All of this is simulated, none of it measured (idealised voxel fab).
process module | voxel double patterning
cross-section cut | 270 nm wide | cells 5 nm
A cross-section is a grid of square cells, given in bands from the top down. A band is one or more rows of cells.
Each band's line starts with the height of the band's top and of its bottom, in nm. Then come its materials from left to right, each with its width in nm. One material with "throughout" fills the band from edge to edge. "air" is empty space.
Height 0 is the level under which the wafer as received is all one material. The lowest band goes on downwards, as in "0 down".
A width such as "30 to 40" changes by the same amount from each row of cells to the next, from the band's top row to its bottom row.
"no change" after a step means that no cell of the cross-section changed.
closed voids: empty space of 8 cells or more with no open way to the top, each as width x height at its distance from the left edge, in nm
after a step's settings: what the simulator itself notes on the step
overlay nm, on a step with a mask: how far to the right of its planned place the mask lay; to the left if negative
plan
1 op RECEIVE | material Si
2 op CONFORMAL_DEP | material SiO2 | thk nm 10
3 op DIRECTIONAL_DEP | material TiN | thk nm 20
4 op DIRECTIONAL_DEP | material SiN | thk nm 5
5 op DIRECTIONAL_DEP | material aC | thk nm 10
6 op PATTERN | tone open | mask id FIRST | material resist | width nm 15 | pitch nm 50 | thk nm 30 | overlay nm 0
7 op DIRECTIONAL_ETCH | etch materials aC | depth nm 10
8 op STRIP | etch materials resist
9 op DIRECTIONAL_ETCH | etch materials SiN | depth nm 5
10 op STRIP | etch materials aC
11 op DIRECTIONAL_DEP | material aC | thk nm 10
12 op PATTERN | tone open | mask id SECOND | material resist | width nm 15 | pitch nm 50 | thk nm 30 | overlay nm 0
13 op DIRECTIONAL_ETCH | etch materials aC | depth nm 10
14 op STRIP | etch materials resist
15 op DIRECTIONAL_ETCH | etch materials SiN | depth nm 5
16 op STRIP | etch materials aC
17 op DIRECTIONAL_ETCH | etch materials TiN | depth nm 20
18 op STRIP | etch materials SiN
as received, after step 1
  0 down: Si throughout
  closed voids: none
a wafer at the end: this start, this plan, one mistake
  20 to 0: TiN 75 | air 15 | TiN 10 | air 15 | TiN 10 | air 15 | TiN 10 | air 15 | TiN 10 | air 15 | TiN 80
  0 down: Si throughout
  closed voids: none
what went wrong: step 2 was left out
